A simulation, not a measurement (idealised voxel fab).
process module | voxel self aligned vias
cross-section cut | 260 nm wide | cells 5 nm
A cross-section is a grid of square cells, given in bands from the top down. A band is one or more rows of cells.
Each band's line starts with the height of the band's top and of its bottom, in nm. Then come its materials from left to right, each with its width in nm. One material with "throughout" fills the band from edge to edge. "air" is empty space.
Height 0 is the level under which the wafer as received is all one material. The lowest band goes on downwards, as in "0 down".
A width such as "30 to 40" changes by the same amount from each row of cells to the next, from the band's top row to its bottom row.
"no change" after a step means that no cell of the cross-section changed.
closed voids: empty space of 8 cells or more with no open way to the top, each as width x height at its distance from the left edge, in nm
after a step's settings: what the simulator itself notes on the step
overlay nm, on a step with a mask: how far to the right of its planned place the mask lay; to the left if negative
plan
1 op RECEIVE | material Si
2 op CONFORMAL_DEP | material SiO2 | thk nm 15
3 op CONFORMAL_DEP | material SiCN | thk nm 5
4 op DIRECTIONAL_DEP | material lowk | thk nm 20
5 op PATTERN | tone open | mask id LINES | material resist | width nm 20 | pitch nm 60 | thk nm 15 | overlay nm 0
6 op DIRECTIONAL_ETCH | etch materials lowk | depth nm 20
7 op STRIP | etch materials resist
8 op CONFORMAL_DEP | material TiN | thk nm 5
9 op FILL_DEP | material Ru | thk nm 10
10 op CMP | height nm 40
11 op SELECTIVE_ETCH | etch materials W Ru TiN | depth nm 10
12 op FILL_DEP | material SiN | thk nm 5
13 op CMP | height nm 40
14 op DIRECTIONAL_DEP | material lowk | thk nm 20
15 op MASKED_ETCH | tone open | mask id VIAS | width nm 40 | etch materials lowk | depth nm 20 | overlay nm 0
16 op MASKED_ETCH | tone open | mask id VIAS | width nm 40 | etch materials SiN | depth nm 10 | overlay nm 0
17 op CONFORMAL_DEP | material TiN | thk nm 5
18 op FILL_DEP | material Cu | thk nm 10
19 op CMP | height nm 60
20 op CONFORMAL_DEP | material SiCN | thk nm 5
as received, after step 1
  0 down: Si throughout
  closed voids: none
first wafer at the end, as planned
  65 to 60: SiCN throughout
  60 to 45: lowk 80 | TiN 5 | Cu 30 | TiN 5 | lowk 140
  45 to 40: lowk 80 | TiN 15 | Cu 10 | TiN 15 | lowk 140
  40 to 35: lowk 90 | TiN 5 | Cu 10 | TiN 5 | lowk 40 | SiN 20 | lowk 90
  35 to 30: lowk 90 | TiN 20 | lowk 40 | SiN 20 | lowk 90
  30 to 25: lowk 90 | TiN 5 | Ru 10 | TiN 5 | lowk 40 | TiN 5 | Ru 10 | TiN 5 | lowk 90
  25 to 20: lowk 90 | TiN 20 | lowk 40 | TiN 20 | lowk 90
  20 to 15: SiCN throughout
  15 to 0: SiO2 throughout
  0 down: Si throughout
  closed voids: none
second wafer at the end: like start, like plan, one mistake
  65 to 60: SiCN throughout
  60 to 45: lowk 85 | TiN 5 | Cu 30 | TiN 5 | lowk 135
  45 to 40: lowk 85 | TiN 10 | Cu 10 | TiN 20 | lowk 135
  40 to 35: lowk 90 | TiN 5 | Cu 10 | TiN 5 | lowk 40 | SiN 20 | lowk 90
  35 to 30: lowk 90 | TiN 20 | lowk 40 | SiN 20 | lowk 90
  30 to 25: lowk 90 | TiN 5 | Ru 10 | TiN 5 | lowk 40 | TiN 5 | Ru 10 | TiN 5 | lowk 90
  25 to 20: lowk 90 | TiN 20 | lowk 40 | TiN 20 | lowk 90
  20 to 15: SiCN throughout
  15 to 0: SiO2 throughout
  0 down: Si throughout
  closed voids: none
what went wrong: step 15 ran as: op MASKED_ETCH | tone open | mask id VIAS | width nm 40 | etch materials lowk | depth nm 20 | overlay nm 5
at the end the second wafer has, in cells: as many of each material as the first, in other places
